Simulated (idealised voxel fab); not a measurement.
The process module presented herein is designated voxel self aligned vias.
The cross-section on display is named cut; it measures 295 nm wide, and its cells are 5 nm squares.
Think of the cross-section as a grid of square cells. We describe it in bands, top to bottom, and each band covers one or more rows of those cells. Band entry format. Leading values: height of top, height of bottom, nm. Remainder: materials in left-to-right order, each with its width in nm. Special words: "throughout" on a single material, which then fills the band edge to edge; "blank", empty space. Below 0: as-received wafer, all one material; heights counted from there. Lowest band: no bottom, goes on down, written "top 0, no bottom". Width spec "30 to 40" -> top row of cells at first value, bottom row at second value, equal per-row change in between. The cross-section has no changed cell in any step marked "no alteration". "Sealed void inventory" - sealed voids, min. 8 cells, no opening to top; format: width x height at distance (distance from left edge; nm throughout). Step line, after settings: the simulator's comment on this step. The setting "overlay nm" may be written on the line of a step. When the step uses a mask, the value reports how far to the right of the planned place the mask lay, and a negative value reports that it lay to the left.
Process steps foreseen in the plan:
1. RECEIVE [material Si]
2. CONFORMAL_DEP [material SiO2] [thk nm 15]
3. CONFORMAL_DEP [material SiCN] [thk nm 5]
4. DIRECTIONAL_DEP [material SiO2] [thk nm 30]
5. PATTERN [tone open] [mask id LINES] [material resist] [width nm 25] [pitch nm 60] [thk nm 20] [overlay nm 0]
6. DIRECTIONAL_ETCH [etch materials SiO2] [depth nm 30]
7. STRIP [etch materials resist]
8. CONFORMAL_DEP [material TiN] [thk nm 5]
9. FILL_DEP [material W] [thk nm 10]
10. CMP [height nm 50]
11. SELECTIVE_ETCH [etch materials W Ru TiN] [depth nm 5]
12. FILL_DEP [material SiN] [thk nm 10]
13. CMP [height nm 50]
14. DIRECTIONAL_DEP [material SiO2] [thk nm 15]
15. DIRECTIONAL_DEP [material aC] [thk nm 15]
16. PATTERN [tone open] [mask id VIAS] [material resist] [width nm 35] [pitch nm 60] [thk nm 30] [overlay nm 0]
17. DIRECTIONAL_ETCH [etch materials aC] [depth nm 15]
18. STRIP [etch materials resist]
19. DIRECTIONAL_ETCH [etch materials SiO2] [depth nm 15]
20. DIRECTIONAL_ETCH [etch materials SiN] [depth nm 5]
21. STRIP [etch materials aC]
22. CONFORMAL_DEP [material TiN] [thk nm 5]
23. FILL_DEP [material Cu] [thk nm 10]
24. CMP [height nm 65]
25. CONFORMAL_DEP [material SiN] [thk nm 5]
Wafer cross-section on receipt, i.e. after step 1:
  top 0, no bottom | Si throughout
  Sealed void inventory: none
Here's the wafer cut in cross-section after the module, started and planned just like above, except one thing was done wrong in the run:
  top 70, bottom 65 | SiN throughout
  top 65, bottom 55 | 60 SiO2; 5 TiN; 25 Cu; 5 TiN; 25 SiO2; 5 TiN; 25 Cu; 5 TiN; 25 SiO2; 5 TiN; 25 Cu; 5 TiN; 80 SiO2
  top 55, bottom 50 | 60 SiO2; 20 TiN; 10 Cu; 5 TiN; 25 SiO2; 20 TiN; 10 Cu; 5 TiN; 25 SiO2; 20 TiN; 10 Cu; 5 TiN; 80 SiO2
  top 50, bottom 45 | 75 SiO2; 20 TiN; 5 SiN; 35 SiO2; 20 TiN; 5 SiN; 35 SiO2; 20 TiN; 5 SiN; 75 SiO2
  top 45, bottom 25 | 75 SiO2; 5 TiN; 15 W; 5 TiN; 35 SiO2; 5 TiN; 15 W; 5 TiN; 35 SiO2; 5 TiN; 15 W; 5 TiN; 75 SiO2
  top 25, bottom 20 | 75 SiO2; 25 TiN; 35 SiO2; 25 TiN; 35 SiO2; 25 TiN; 75 SiO2
  top 20, bottom 15 | SiCN throughout
  top 15, bottom 0 | SiO2 throughout
  top 0, no bottom | Si throughout
  Sealed void inventory: none
Want to know what went wrong? not per plan at step 16, really ran PATTERN [tone open] [mask id VIAS] [material resist] [width nm 35] [pitch nm 60] [thk nm 30] [overlay nm -10]
